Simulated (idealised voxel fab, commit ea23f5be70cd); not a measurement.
process module | voxel released beams
cross-section cut | 290 nm wide | cells 5 nm
A cross-section is a grid of square cells, given in bands from the top down. A band is one or more rows of cells.
Each band's line starts with the height of the band's top and of its bottom, in nm. Then come its materials from left to right, each with its width in nm. One material with "throughout" fills the band from edge to edge. "air" is empty space.
Height 0 is the level under which the wafer as received is all one material. The lowest band goes on downwards, as in "0 down".
A width such as "30 to 40" changes by the same amount from each row of cells to the next, from the band's top row to its bottom row.
"no change" after a step means that no cell of the cross-section changed.
closed voids: empty space of 8 cells or more with no open way to the top, each as width x height at its distance from the left edge, in nm
after a step's settings: what the simulator itself notes on the step
overlay nm, on a step with a mask: how far to the right of its planned place the mask lay; to the left if negative
plan
1 op RECEIVE | material Si
2 op CONFORMAL_DEP | material Al2O3 | thk nm 10
3 op DIRECTIONAL_DEP | material SiO2 | thk nm 20
4 op DIRECTIONAL_DEP | material aC | thk nm 10
5 op PATTERN | tone open | mask id ANCHOR | material resist | width nm 40 | thk nm 30 | overlay nm 0
6 op DIRECTIONAL_ETCH | etch materials aC | depth nm 10
7 op STRIP | etch materials resist
8 op DIRECTIONAL_ETCH | etch materials SiO2 | depth nm 20
9 op STRIP | etch materials aC
10 op CONFORMAL_DEP | material SiN | thk nm 15
11 op PATTERN | tone cover | mask id BEAM | material resist | width nm 115 | thk nm 15 | overlay nm 0
12 op DIRECTIONAL_ETCH | etch materials SiN | depth nm 15
13 op STRIP | etch materials resist
14 op STRIP | etch materials SiO2
as received, after step 1
  0 down: Si throughout
  closed voids: none
a wafer at the end: this start, this plan, one mistake
  45 to 30: air 85 | SiN 60 | air 145
  30 to 25: air 75 | SiN 15 | SiO2 40 | SiN 15 | air 145
  25 to 10: air 75 | SiN 15 | SiO2 40 | SiN 70 | air 90
  10 to 0: Al2O3 throughout
  0 down: Si throughout
  closed voids: none
what went wrong: step 5 ran as: op PATTERN | tone cover | mask id ANCHOR | material resist | width nm 40 | thk nm 30 | overlay nm 0
